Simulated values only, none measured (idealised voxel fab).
process module | voxel air gaps
cross-section cut | 220 nm wide | cells 5 nm
A cross-section is a grid of square cells, given in bands from the top down. A band is one or more rows of cells.
Each band's line starts with the height of the band's top and of its bottom, in nm. Then come its materials from left to right, each with its width in nm. One material with "throughout" fills the band from edge to edge. "air" is empty space.
Height 0 is the level under which the wafer as received is all one material. The lowest band goes on downwards, as in "0 down".
A width such as "30 to 40" changes by the same amount from each row of cells to the next, from the band's top row to its bottom row.
"no change" after a step means that no cell of the cross-section changed.
closed voids: empty space of 8 cells or more with no open way to the top, each as width x height at its distance from the left edge, in nm
after a step's settings: what the simulator itself notes on the step
overlay nm, on a step with a mask: how far to the right of its planned place the mask lay; to the left if negative
plan
1 op RECEIVE | material Si
2 op CONFORMAL_DEP | material SiO2 | thk nm 10
3 op CONFORMAL_DEP | material SiCN | thk nm 5
4 op DIRECTIONAL_DEP | material SiO2 | thk nm 30
5 op PATTERN | tone open | mask id LINES | material resist | width nm 25 | pitch nm 50 | thk nm 15 | overlay nm 0
6 op DIRECTIONAL_ETCH | etch materials SiO2 | depth nm 30
7 op STRIP | etch materials resist
8 op CONFORMAL_DEP | material TiN | thk nm 5
9 op FILL_DEP | material Ru | thk nm 5
10 op CMP | height nm 45
11 op EPI | material Ru | thk nm 10
12 op SELECTIVE_ETCH | etch materials SiO2 | depth nm 40
13 op CONFORMAL_DEP | material SiCN | thk nm 5
as received, after step 1
  0 down: Si throughout
  closed voids: none
first wafer at the end, as planned
  60 to 55: air 5 | SiCN 205 | air 10
  55 to 45: air 5 | SiCN 5 | Ru 45 | SiCN 5 | Ru 45 | SiCN 5 | Ru 45 | SiCN 5 | Ru 45 | SiCN 5 | air 10
  45 to 40: air 5 | SiCN 15 | TiN 5 | Ru 15 | TiN 5 | SiCN 25 | TiN 5 | Ru 15 | TiN 5 | SiCN 25 | TiN 5 | Ru 15 | TiN 5 | SiCN 25 | TiN 5 | Ru 15 | TiN 5 | SiCN 15 | air 10
  40 to 20: air 15 | SiCN 5 | TiN 5 | Ru 15 | TiN 5 | SiCN 5 | air 15 | SiCN 5 | TiN 5 | Ru 15 | TiN 5 | SiCN 5 | air 15 | SiCN 5 | TiN 5 | Ru 15 | TiN 5 | SiCN 5 | air 15 | SiCN 5 | TiN 5 | Ru 15 | TiN 5 | SiCN 5 | air 20
  20 to 15: SiCN 20 | TiN 25 | SiCN 25 | TiN 25 | SiCN 25 | TiN 25 | SiCN 25 | TiN 25 | SiCN 25
  15 to 10: SiCN throughout
  10 to 0: SiO2 throughout
  0 down: Si throughout
  closed voids: 15 x 20 at 50; 15 x 20 at 100; 15 x 20 at 150
second wafer at the end: like start, like plan, one mistake
  55 to 45: air 10 | Ru 45 | air 5 | Ru 45 | air 5 | Ru 45 | air 5 | Ru 45 | air 15
  45 to 20: air 20 | TiN 5 | Ru 15 | TiN 5 | air 25 | TiN 5 | Ru 15 | TiN 5 | air 25 | TiN 5 | Ru 15 | TiN 5 | air 25 | TiN 5 | Ru 15 | TiN 5 | air 25
  20 to 15: air 20 | TiN 25 | air 25 | TiN 25 | air 25 | TiN 25 | air 25 | TiN 25 | air 25
  15 to 10: SiCN throughout
  10 to 0: SiO2 throughout
  0 down: Si throughout
  closed voids: none
what went wrong: step 13 was left out
at the end the second wafer has, in cells: 128 fewer of SiCN
closed voids at the end (first wafer, second wafer): 3, 0
